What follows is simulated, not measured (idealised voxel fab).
The process module that follows is named voxel wiring stack.
We display cut, a cross-section 185 nm in width whose square cells are each 5 nm.
Notation: cross-section as square-cell grid; stated in bands, top first, going down; one or more cell rows per band.
Within each band entry, the heights of the top and of the bottom of the band appear first, in that order and in nm; the materials of the band then follow from left to right, each with its corresponding width in nm. The designation "throughout" on a single material indicates that it fills the band from edge to edge; the designation "empty" indicates empty space.
Heights from 0 (as-received wafer is one material below). Bottom band endless downward, as "0 -> down".
Top row gets the first number, bottom row gets the second, and each row in between changes by the same step: that is how a band width like "30 to 40" works.
"remained the same", as given for a step, is the statement that not any cell of the cross-section underwent a change during that step.
Each empty space that has no open way to the top and spans at least 8 cells appears under "Cavities, sealed" as width x height at distance, the distance counted from the left edge, all in nm.
Whatever follows a step's settings on its line is a remark the simulator itself makes about that step.
overlay nm: on a step with a mask, how far right of its planned place the mask lay; negative means left.
-- So here's the lineup of process steps we planned
1: RECEIVE,material Si
2: CONFORMAL_DEP,material SiO2,thk nm 10
3: DIRECTIONAL_DEP,material TiN,thk nm 5
4: DIRECTIONAL_DEP,material Ru,thk nm 25
5: MASKED_ETCH,tone cover,mask id METAL_1,width nm 20,pitch nm 45,etch materials Ru,depth nm 25,overlay nm 0
6: MASKED_ETCH,tone cover,mask id METAL_1,width nm 20,pitch nm 45,etch materials TiN,depth nm 5,overlay nm 0
7: CONFORMAL_DEP,material SiCN,thk nm 5
8: FILL_DEP,material SiO2,thk nm 10
9: CMP,height nm 40
10: CONFORMAL_DEP,material SiCN,thk nm 5
11: DIRECTIONAL_DEP,material SiO2,thk nm 15
12: MASKED_ETCH,tone open,mask id PLUG_1,width nm 15,pitch nm 45,etch materials SiO2,depth nm 15,overlay nm 0
13: MASKED_ETCH,tone open,mask id PLUG_1,width nm 15,pitch nm 45,etch materials SiCN,depth nm 5,overlay nm 0
14: EPI,material Ru,thk nm 10
15: EPI,material Ru,thk nm 10
16: DIRECTIONAL_DEP,material TiN,thk nm 5
17: DIRECTIONAL_DEP,material Ru,thk nm 20
18: DIRECTIONAL_DEP,material aC,thk nm 15
19: PATTERN,tone cover,mask id METAL_2,material resist,width nm 20,pitch nm 45,thk nm 30,overlay nm 0
20: DIRECTIONAL_ETCH,etch materials aC,depth nm 15
21: STRIP,etch materials resist
22: DIRECTIONAL_ETCH,etch materials Ru,depth nm 20
23: DIRECTIONAL_ETCH,etch materials TiN,depth nm 5
24: STRIP,etch materials aC
25: FILL_DEP,material lowk,thk nm 5
26: CMP,height nm 85
27: CONFORMAL_DEP,material SiCN,thk nm 5
-- Cross-section of the incoming wafer, state after step 1
	0 -> down = Si throughout
	Cavities, sealed: none
-- Wafer cross-section at module end: first of two, run to plan
	90 -> 85 = SiCN throughout
	85 -> 65 = 35 lowk, then 20 Ru, then 25 lowk, then 20 Ru, then 25 lowk, then 20 Ru, then 40 lowk
	65 -> 60 = 35 lowk, then 20 TiN, then 25 lowk, then 20 TiN, then 25 lowk, then 20 TiN, then 40 lowk
	60 -> 45 = 35 SiO2, then 15 Ru, then 30 SiO2, then 15 Ru, then 30 SiO2, then 15 Ru, then 45 SiO2
	45 -> 40 = 35 SiCN, then 15 Ru, then 30 SiCN, then 15 Ru, then 30 SiCN, then 15 Ru, then 45 SiCN
	40 -> 15 = 30 SiO2, then 5 SiCN, then 20 Ru, then 5 SiCN, then 15 SiO2, then 5 SiCN, then 20 Ru, then 5 SiCN, then 15 SiO2, then 5 SiCN, then 20 Ru, then 5 SiCN, then 35 SiO2
	15 -> 10 = 35 SiCN, then 20 TiN, then 25 SiCN, then 20 TiN, then 25 SiCN, then 20 TiN, then 40 SiCN
	10 -> 0 = SiO2 throughout
	0 -> down = Si throughout
	Cavities, sealed: none
-- Cross-sectional view of the second of two wafers upon completion of the module. This wafer shared its starting condition and process plan with the first; one error was made during its execution
	90 -> 85 = SiCN throughout
	85 -> 65 = 35 lowk, then 20 Ru, then 25 lowk, then 20 Ru, then 25 lowk, then 20 Ru, then 40 lowk
	65 -> 60 = 35 lowk, then 20 TiN, then 25 lowk, then 20 TiN, then 25 lowk, then 20 TiN, then 40 lowk
	60 -> 45 = 35 SiO2, then 15 Ru, then 30 SiO2, then 15 Ru, then 30 SiO2, then 15 Ru, then 45 SiO2
	45 -> 40 = 35 SiCN, then 15 Ru, then 30 SiCN, then 15 Ru, then 30 SiCN, then 15 Ru, then 45 SiCN
	40 -> 20 = 30 SiO2, then 5 SiCN, then 20 Ru, then 5 SiCN, then 15 SiO2, then 5 SiCN, then 20 Ru, then 5 SiCN, then 15 SiO2, then 5 SiCN, then 20 Ru, then 5 SiCN, then 35 SiO2
	20 -> 15 = 30 SiO2, then 5 SiCN, then 20 Ru, then 15 SiCN, then 5 SiO2, then 5 SiCN, then 20 Ru, then 15 SiCN, then 5 SiO2, then 5 SiCN, then 20 Ru, then 15 SiCN, then 25 SiO2
	15 -> 10 = 35 SiCN, then 30 TiN, then 15 SiCN, then 30 TiN, then 15 SiCN, then 30 TiN, then 30 SiCN
	10 -> 0 = SiO2 throughout
	0 -> down = Si throughout
	Cavities, sealed: none
Against the plan, the run slipped here: not per plan at step 6, really ran MASKED_ETCH,tone cover,mask id METAL_1,width nm 20,pitch nm 45,etch materials TiN,depth nm 5,overlay nm 10
The closing comparison, in cells, has the second wafer with more or fewer of some materials than the first: SiO2: 6 fewer, TiN: 6 more
